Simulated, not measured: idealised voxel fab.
voxel plated lines: a process module
Square cell edge 5 nm, section width 165 nm, ID cut.
Cross-section, as written here: a square-cell grid given band by band from the top down, where a band holds one or more rows of cells. For a band, the entry starts with two heights in nm, that of the top and then that of the bottom, and carries on with the band's materials in order from left to right, each alongside its width in nm; the word "everywhere" beside a single material means it fills the band edge to edge, and "air" means empty space. Counting heights begins at 0, where everything beneath is, in the wafer as received, one material. The lowest band has no bottom; it goes on downwards, as "from 0 down" shows. With a width like "30 to 40", each row of cells in the band differs from the next by the same amount, the top row carrying the first number and the bottom row the second. "no alteration" means the step left every cell of the cross-section as it was. "Sealed internal cavities" contains a list of empty spaces, each no smaller than 8 cells and without an open way to the top, written in the form width x height at distance with the distance from the left edge and all three in nm. That trailing text on a step's line, after the settings, is the simulator's own remark on the step. The "overlay nm" setting may appear on a step's line; for a step that uses a mask, it gives how far to the right of its planned position the mask lay, and a negative value indicates the left.
-- The following list gives the planned process steps
1) RECEIVE (material Si)
2) CONFORMAL_DEP (material Al2O3; thk nm 10)
3) DIRECTIONAL_DEP (material TiN; thk nm 5)
4) PATTERN (tone open; mask id LINES; material resist; width nm 15; pitch nm 40; thk nm 35; overlay nm 0)
5) EPI (material Ru; thk nm 5)
6) EPI (material Ru; thk nm 10)
7) EPI (material Ru; thk nm 10)
8) STRIP (etch materials resist)
9) DIRECTIONAL_ETCH (etch materials TiN; depth nm 5)
10) CONFORMAL_DEP (material SiO2; thk nm 10)
-- Cross-sectional view of the wafer in its as-received condition, corresponding to the state after step 1
- from 0 down: Si everywhere
- Sealed internal cavities: none
-- Post-module cross-section: identical start and plan to those above, one misstep in execution
- from 50 to 40: air=25, then TiN=35, then air=5, then TiN=35, then air=5, then TiN=35, then air=25
- from 40 to 20: air=25, then TiN=10, then Ru=15, then TiN=10, then air=5, then TiN=10, then Ru=15, then TiN=10, then air=5, then TiN=10, then Ru=15, then TiN=10, then air=25
- from 20 to 15: TiN=35, then Ru=15, then TiN=25, then Ru=15, then TiN=25, then Ru=15, then TiN=35
- from 15 to 10: TiN everywhere
- from 10 to 0: Al2O3 everywhere
- from 0 down: Si everywhere
- Sealed internal cavities: none
Heads up, the wafer didn't run the way we planned it: step 10 off recipe, ran as CONFORMAL_DEP (material TiN; thk nm 10)
